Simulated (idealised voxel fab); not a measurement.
The following is a process module called voxel fin reveal.
We display cut, a cross-section 285 nm in width whose square cells are each 5 nm.
We lay out every cross-section as a grid of square cells and spell it out in bands from the top down, where one band means one or more rows of cells. In this notation a band is specified by the heights of its top and bottom, in that order and in nm, after which its materials appear from left to right, each paired with its width in nm. The word "edge to edge" attached to a single material means that material fills the band from edge to edge; the word "empty" stands for empty space. Height 0 is the level under which the wafer as received is all one material. The lowest band goes on downwards, as in "0 down". A width such as "30->40" changes by the same amount from each row of cells to the next, from the band's top row to its bottom row. Any step labelled "no alteration" changed none of the cells in the cross-section. Each empty space that has no open way to the top and spans at least 8 cells appears under "Trapped voids" as width x height at distance, the distance counted from the left edge, all in nm. Post-settings text on a step line: simulator's own remark regarding the step. The "overlay nm" setting may appear on a step's line; for a step that uses a mask, it gives how far to the right of its planned position the mask lay, and a negative value indicates the left.
-- These are the steps we planned for the process
| 1 | op RECEIVE | material Si |
| 2 | op CONFORMAL_DEP | material SiN | thk nm 5 |
| 3 | op DIRECTIONAL_DEP | material aC | thk nm 10 |
| 4 | op PATTERN | tone cover | mask id FINS | material resist | width nm 15 | pitch nm 45 | thk nm 30 | overlay nm 0 |
| 5 | op DIRECTIONAL_ETCH | etch materials aC | depth nm 10 |
| 6 | op STRIP | etch materials resist |
| 7 | op DIRECTIONAL_ETCH | etch materials SiN | depth nm 5 |
| 8 | op DIRECTIONAL_ETCH | etch materials Si | depth nm 40 |
| 9 | op STRIP | etch materials aC |
| 10 | op FILL_DEP | material SiO2 | thk nm 15 |
| 11 | op CMP | height nm 5 |
| 12 | op SELECTIVE_ETCH | etch materials SiO2 | depth nm 20 |
| 13 | op STRIP | etch materials SiN |
| 14 | op CONFORMAL_DEP | material SiO2 | thk nm 5 |
-- Incoming wafer in cross-section (state: after step 1)
    0 down | Si edge to edge
    Trapped voids: none
-- Wafer cross-section at end of module: start and plan as shown above, one execution error
    5 to 0 | empty=90 | SiO2=25 | empty=20 | SiO2=25 | empty=20 | SiO2=25 | empty=80
    0 to -10 | empty=90 | SiO2=5 | Si=15 | SiO2=5 | empty=20 | SiO2=5 | Si=15 | SiO2=5 | empty=20 | SiO2=5 | Si=15 | SiO2=5 | empty=80
    -10 to -40 | SiO2=95 | Si=15 | SiO2=30 | Si=15 | SiO2=30 | Si=15 | SiO2=85
    -40 down | Si edge to edge
    Trapped voids: none
It is concluded that the wafer was processed incorrectly with respect to the plan, in that step 4 did not happen as planned, as run it was op PATTERN | tone cover | mask id FINS | material resist | width nm 15 | pitch nm 45 | thk nm 30 | overlay nm 5
